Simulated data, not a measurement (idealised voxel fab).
The name of this process module is voxel ribs on slabs.
Pictured: cross-section cut, 165 nm wide, on a grid of 5 nm square cells.
A cross-section is a grid of square cells, given in bands from the top down. A band is one or more rows of cells. Top, bottom (nm), then materials left to right with widths (nm); lone material tagged "edge to edge" fills the whole band edge to edge; "blank" = empty space. Ref level 0: as-received wafer is one material below here. Bottom band extends down with no lower bound ("0 -> down"). Width "30..40": first value at the band's top row of cells, second value at its bottom row, equal change from row to row. A step reported as "left unchanged" is a step in which no cell of the cross-section changed. Voids not open to the top, 8 cells minimum: see "Fully sealed voids". Written width x height at distance; distance is from the left edge; nm. On a step's line, text after the settings is the simulator commenting on that step. "overlay nm" answers the question of how far to the right of plan the mask lay on a step that has a mask, and when it is negative the answer is to the left.

Process steps - plan
1: RECEIVE (material Si)
2: DIRECTIONAL_DEP (material SiO2; thk nm 20)
3: DIRECTIONAL_DEP (material SiN; thk nm 15)
4: PATTERN (tone cover; mask id RIB; material resist; width nm 15; thk nm 20; overlay nm 0)
5: DIRECTIONAL_ETCH (etch materials SiN; depth nm 5)
6: STRIP (etch materials resist)
7: MASKED_ETCH (tone cover; mask id SLAB; width nm 55; etch materials SiN; depth nm 10; overlay nm 0)
8: FILL_DEP (material SiO2; thk nm 25)
9: CMP (height nm 55)
10: DIRECTIONAL_DEP (material TiN; thk nm 10)
11: DIRECTIONAL_DEP (material aC; thk nm 10)
12: PATTERN (tone cover; mask id HEATER; material resist; width nm 25; thk nm 30; overlay nm 0)
13: DIRECTIONAL_ETCH (etch materials aC; depth nm 10)
14: STRIP (etch materials resist)
15: DIRECTIONAL_ETCH (etch materials TiN; depth nm 10)
16: STRIP (etch materials aC)
17: CONFORMAL_DEP (material SiO2; thk nm 10)

As-received wafer cross-section (after step 1)
0 -> down: Si edge to edge
Fully sealed voids: none

The cross-section shown corresponds to the wafer at the conclusion of the module. The initial structure and the process plan are those presented above; however, one mistake occurred in executing the plan
75 -> 65: blank 60  SiO2 45  blank 60
65 -> 55: SiO2 70  TiN 25  SiO2 70
55 -> 30: SiO2 edge to edge
30 -> 20: SiO2 55  SiN 20  SiO2 15  SiN 20  SiO2 55
20 -> 0: SiO2 edge to edge
0 -> down: Si edge to edge
Fully sealed voids: none
Nonconformance to the process plan: a sequencing error occurred in which plan steps 3 and 4 were transposed
